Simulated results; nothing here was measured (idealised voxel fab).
This is a process module. Its name is voxel double patterning.
Each square cell in cross-section cut measures 5 nm, and the section as a whole is 275 nm wide.
Think of the cross-section as a grid of square cells. We describe it in bands, top to bottom, and each band covers one or more rows of those cells. Quick guide to a band line: top height, bottom height (nm) up front; then every material left to right with its width in nm. Only one material and it's marked "throughout"? Then it fills the band edge to edge. And "air" just means empty space. Height 0 is the level under which the wafer as received is all one material. The lowest band goes on downwards, as in "z 0 and below". The two numbers in a width such as "30..40" mark its ends across the band: the first belongs to the top row of cells, the second to the bottom row, and from each row to the next the width moves by the same amount. Any step labelled "left unchanged" changed none of the cells in the cross-section. Closed empty spaces (no open way to the top) of 8 cells or more are what "Completely enclosed voids" lists, each as width x height at distance from the left edge, nm for all three. Where a step's line continues beyond its settings, the continuation is a remark by the simulator itself on that step. "overlay nm" answers the question of how far to the right of plan the mask lay on a step that has a mask, and when it is negative the answer is to the left.

Listed below are the process steps as planned
1: RECEIVE,material Si
2: CONFORMAL_DEP,material SiO2,thk nm 10
3: DIRECTIONAL_DEP,material W,thk nm 15
4: DIRECTIONAL_DEP,material SiCN,thk nm 5
5: PATTERN,tone open,mask id FIRST,material resist,width nm 15,pitch nm 50,thk nm 15,overlay nm 0
6: DIRECTIONAL_ETCH,etch materials SiCN,depth nm 5
7: STRIP,etch materials resist
8: PATTERN,tone open,mask id SECOND,material resist,width nm 15,pitch nm 50,thk nm 15,overlay nm -15
9: DIRECTIONAL_ETCH,etch materials SiCN,depth nm 5
10: STRIP,etch materials resist
11: DIRECTIONAL_ETCH,etch materials W,depth nm 15
12: STRIP,etch materials SiCN
Wafer-to-wafer difference: overlay nm, step 8. Common start. Plan = first wafer's value.

The first of several wafers as received, shown in cross-section; this is its state after step 1
* z 0 and below  Si throughout
* Completely enclosed voids: none

Table: wafers, a row each; end-of-module cell change per material since receipt, gain (+), loss (-); then closed voids
overlay nm -15 | +110 SiO2 | +126 W | Completely enclosed voids: none
overlay nm -10 | +110 SiO2 | +120 W | Completely enclosed voids: none
overlay nm -5 | +110 SiO2 | +120 W | Completely enclosed voids: none
overlay nm 0 | +110 SiO2 | +120 W | Completely enclosed voids: none
overlay nm 5 | +110 SiO2 | +120 W | Completely enclosed voids: none
overlay nm 10 | +110 SiO2 | +120 W | Completely enclosed voids: none
overlay nm 15 | +110 SiO2 | +126 W | Completely enclosed voids: none
